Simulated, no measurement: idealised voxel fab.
process module | voxel capacitor over wiring
cross-section cut | 295 nm wide | cells 5 nm
A cross-section is a grid of square cells, given in bands from the top down. A band is one or more rows of cells.
Each band's line starts with the height of the band's top and of its bottom, in nm. Then come its materials from left to right, each with its width in nm. One material with "throughout" fills the band from edge to edge. "air" is empty space.
Height 0 is the level under which the wafer as received is all one material. The lowest band goes on downwards, as in "0 down".
A width such as "30 to 40" changes by the same amount from each row of cells to the next, from the band's top row to its bottom row.
"no change" after a step means that no cell of the cross-section changed.
closed voids: empty space of 8 cells or more with no open way to the top, each as width x height at its distance from the left edge, in nm
after a step's settings: what the simulator itself notes on the step
overlay nm, on a step with a mask: how far to the right of its planned place the mask lay; to the left if negative
plan
1 op RECEIVE | material Si
2 op CONFORMAL_DEP | material SiO2 | thk nm 10
3 op CONFORMAL_DEP | material SiN | thk nm 5
4 op DIRECTIONAL_DEP | material lowk | thk nm 25
5 op MASKED_ETCH | tone open | mask id METAL_1 | width nm 20 | pitch nm 85 | etch materials lowk | depth nm 15 | overlay nm 0
6 op MASKED_ETCH | tone open | mask id METAL_1 | width nm 20 | pitch nm 85 | etch materials SiN | depth nm 5 | overlay nm 0
7 op CONFORMAL_DEP | material TiN | thk nm 5
8 op FILL_DEP | material Cu | thk nm 5
9 op CMP | height nm 40
10 op CONFORMAL_DEP | material SiCN | thk nm 5
11 op DIRECTIONAL_DEP | material lowk | thk nm 10
12 op MASKED_ETCH | tone open | mask id PLUG_1 | width nm 15 | etch materials lowk | depth nm 10 | overlay nm 0
13 op MASKED_ETCH | tone open | mask id PLUG_1 | width nm 15 | etch materials SiCN | depth nm 5 | overlay nm 0
14 op EPI | material Ru | thk nm 10
15 op EPI | material Ru | thk nm 5
16 op DIRECTIONAL_DEP | material TiN | thk nm 10
17 op DIRECTIONAL_DEP | material SiN | thk nm 5
18 op DIRECTIONAL_DEP | material TiN | thk nm 5
19 op DIRECTIONAL_DEP | material aC | thk nm 15
20 op PATTERN | tone cover | mask id UPPER_PLATE | material resist | width nm 70 | thk nm 30 | overlay nm 0
21 op DIRECTIONAL_ETCH | etch materials aC | depth nm 15
22 op STRIP | etch materials resist
23 op DIRECTIONAL_ETCH | etch materials TiN | depth nm 5
24 op DIRECTIONAL_ETCH | etch materials SiN | depth nm 5
25 op STRIP | etch materials aC
26 op DIRECTIONAL_DEP | material aC | thk nm 15
27 op PATTERN | tone cover | mask id LOWER_PLATE | material resist | width nm 80 | thk nm 30 | overlay nm 0
28 op DIRECTIONAL_ETCH | etch materials aC | depth nm 15
29 op STRIP | etch materials resist
30 op DIRECTIONAL_ETCH | etch materials TiN | depth nm 10
31 op STRIP | etch materials aC
32 op FILL_DEP | material SiO2 | thk nm 15
33 op CMP | height nm 85
34 op PATTERN | tone open | mask id PLUG_2 | material resist | width nm 15 | thk nm 15 | overlay nm 0
35 op DIRECTIONAL_ETCH | etch materials SiO2 | depth nm 10
36 op STRIP | etch materials resist
37 op CONFORMAL_DEP | material TiN | thk nm 5
38 op FILL_DEP | material W | thk nm 5
39 op CMP | height nm 85
40 op CONFORMAL_DEP | material SiCN | thk nm 5
varied across the wafers: depth nm of step 5. The plan shows the first wafer's value. All wafers start alike
first wafer as received, after step 1
  0 down: Si throughout
  closed voids: none
first wafer at the end, after step 40
  90 to 85: SiCN throughout
  85 to 80: SiO2 110 | TiN 5 | W 5 | TiN 5 | SiO2 170
  80 to 70: SiO2 110 to 100 | TiN 15 to 70 | SiO2 170 to 125
  70 to 65: SiO2 100 | SiN 70 | SiO2 125
  65 to 55: SiO2 95 | TiN 80 | SiO2 120
  55 to 45: lowk 100 | Ru 15 | lowk 180
  45 to 40: SiCN 100 | Ru 15 | SiCN 180
  40 to 30: lowk 95 | TiN 5 | Cu 10 | TiN 5 | lowk 65 | TiN 5 | Cu 10 | TiN 5 | lowk 95
  30 to 25: lowk 95 | TiN 20 | lowk 65 | TiN 20 | lowk 95
  25 to 15: lowk throughout
  15 to 10: SiN throughout
  10 to 0: SiO2 throughout
  0 down: Si throughout
  closed voids: none
last wafer at the end
  90 to 85: SiCN throughout
  85 to 80: SiO2 110 | TiN 5 | W 5 | TiN 5 | SiO2 170
  80 to 70: SiO2 110 to 100 | TiN 15 to 70 | SiO2 170 to 125
  70 to 65: SiO2 100 | SiN 70 | SiO2 125
  65 to 55: SiO2 95 | TiN 80 | SiO2 120
  55 to 45: lowk 100 | Ru 15 | lowk 180
  45 to 40: SiCN 100 | Ru 15 | SiCN 180
  40 to 15: lowk 95 | TiN 5 | Cu 10 | TiN 5 | lowk 65 | TiN 5 | Cu 10 | TiN 5 | lowk 95
  15 to 10: SiN 95 | TiN 20 | SiN 65 | TiN 20 | SiN 95
  10 to 0: SiO2 throughout
  0 down: Si throughout
  closed voids: none
each wafer at the end: cells of each material gained (+) or lost (-) since it was received, then its closed voids
depth nm 15 | +8 Cu | +9 Ru | +115 SiCN | +73 SiN | +406 SiO2 | +67 TiN | +1 W | +383 lowk | closed voids: none
depth nm 20 | +12 Cu | +9 Ru | +115 SiCN | +73 SiN | +406 SiO2 | +71 TiN | +1 W | +375 lowk | closed voids: none
depth nm 25 | +20 Cu | +9 Ru | +115 SiCN | +65 SiN | +406 SiO2 | +79 TiN | +1 W | +367 lowk | closed voids: none
depth nm 30 | +20 Cu | +9 Ru | +115 SiCN | +65 SiN | +406 SiO2 | +79 TiN | +1 W | +367 lowk | closed voids: none
depth nm 35 | +20 Cu | +9 Ru | +115 SiCN | +65 SiN | +406 SiO2 | +79 TiN | +1 W | +367 lowk | closed voids: none
depth nm 40 | +20 Cu | +9 Ru | +115 SiCN | +65 SiN | +406 SiO2 | +79 TiN | +1 W | +367 lowk | closed voids: none
